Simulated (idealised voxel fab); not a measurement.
Presented below is a process module, voxel air gaps.
Cross-section cut spans 235 nm and uses square cells 5 nm in size.
Cross-sections here: square-cell grids, written as top-down lists of bands, a band being one or more rows of cells. Each band's line starts with the height of the band's top and of its bottom, in nm. Then come its materials from left to right, each with its width in nm. One material with "all across" fills the band from edge to edge. "air" is empty space. All heights in this document are referenced to 0, defined as the level beneath which the wafer, as received, consists entirely of one material. The lowest band is not bounded below; it extends indefinitely downward and is written in the form "from 0 down". Graded width ("30->40"): value in top row of band = first number; value in bottom row = second number; row-to-row change constant. "no change" means the step left every cell of the cross-section as it was. You'll see "Sealed cavities" listing empty spaces that have no way open to the top, as long as they're 8 cells or more; the notation is width x height at distance, where the distance is from the left edge, and all of it is in nm. Past the settings on a step's line: simulator remark, on that step. overlay nm: on a step with a mask, how far right of its planned place the mask lay; negative means left.

## Below is the list of planned process steps
1: RECEIVE, material Si
2: CONFORMAL_DEP, material SiO2, thk nm 15
3: CONFORMAL_DEP, material SiCN, thk nm 5
4: DIRECTIONAL_DEP, material SiO2, thk nm 35
5: MASKED_ETCH, tone open, mask id LINES, width nm 25, pitch nm 50, etch materials SiO2, depth nm 35, overlay nm 0
6: CONFORMAL_DEP, material TiN, thk nm 5
7: FILL_DEP, material W, thk nm 10
8: CMP, height nm 55
9: EPI, material Ru, thk nm 10
10: SELECTIVE_ETCH, etch materials SiO2, depth nm 45
11: CONFORMAL_DEP, material SiCN, thk nm 5

## The cross-section here shows the wafer as received, i.e. in its state after step 1
- from 0 down  Si all across
- Sealed cavities: none

## Figure: cross-sectional view of the wafer upon completion of the module, processed from the initial state and according to the plan depicted above, with one error introduced during execution
- from 70 to 65  SiCN all across
- from 65 to 55  65 Ru, then 5 SiCN, then 45 Ru, then 5 SiCN, then 45 Ru, then 5 SiCN, then 65 Ru
- from 55 to 50  50 W, then 5 TiN, then 25 SiCN, then 5 TiN, then 15 W, then 5 TiN, then 25 SiCN, then 5 TiN, then 15 W, then 5 TiN, then 25 SiCN, then 5 TiN, then 50 W
- from 50 to 25  50 W, then 5 TiN, then 5 SiCN, then 15 air, then 5 SiCN, then 5 TiN, then 15 W, then 5 TiN, then 5 SiCN, then 15 air, then 5 SiCN, then 5 TiN, then 15 W, then 5 TiN, then 5 SiCN, then 15 air, then 5 SiCN, then 5 TiN, then 50 W
- from 25 to 20  55 TiN, then 25 SiCN, then 25 TiN, then 25 SiCN, then 25 TiN, then 25 SiCN, then 55 TiN
- from 20 to 15  SiCN all across
- from 15 to 0  SiO2 all across
- from 0 down  Si all across
- Sealed cavities: 15 x 25 at 60; 15 x 25 at 110; 15 x 25 at 160
So what did we get wrong on this run? step 5 ran with different settings than intended, the actual operation and settings being MASKED_ETCH, tone cover, mask id LINES, width nm 25, pitch nm 50, etch materials SiO2, depth nm 35, overlay nm 0
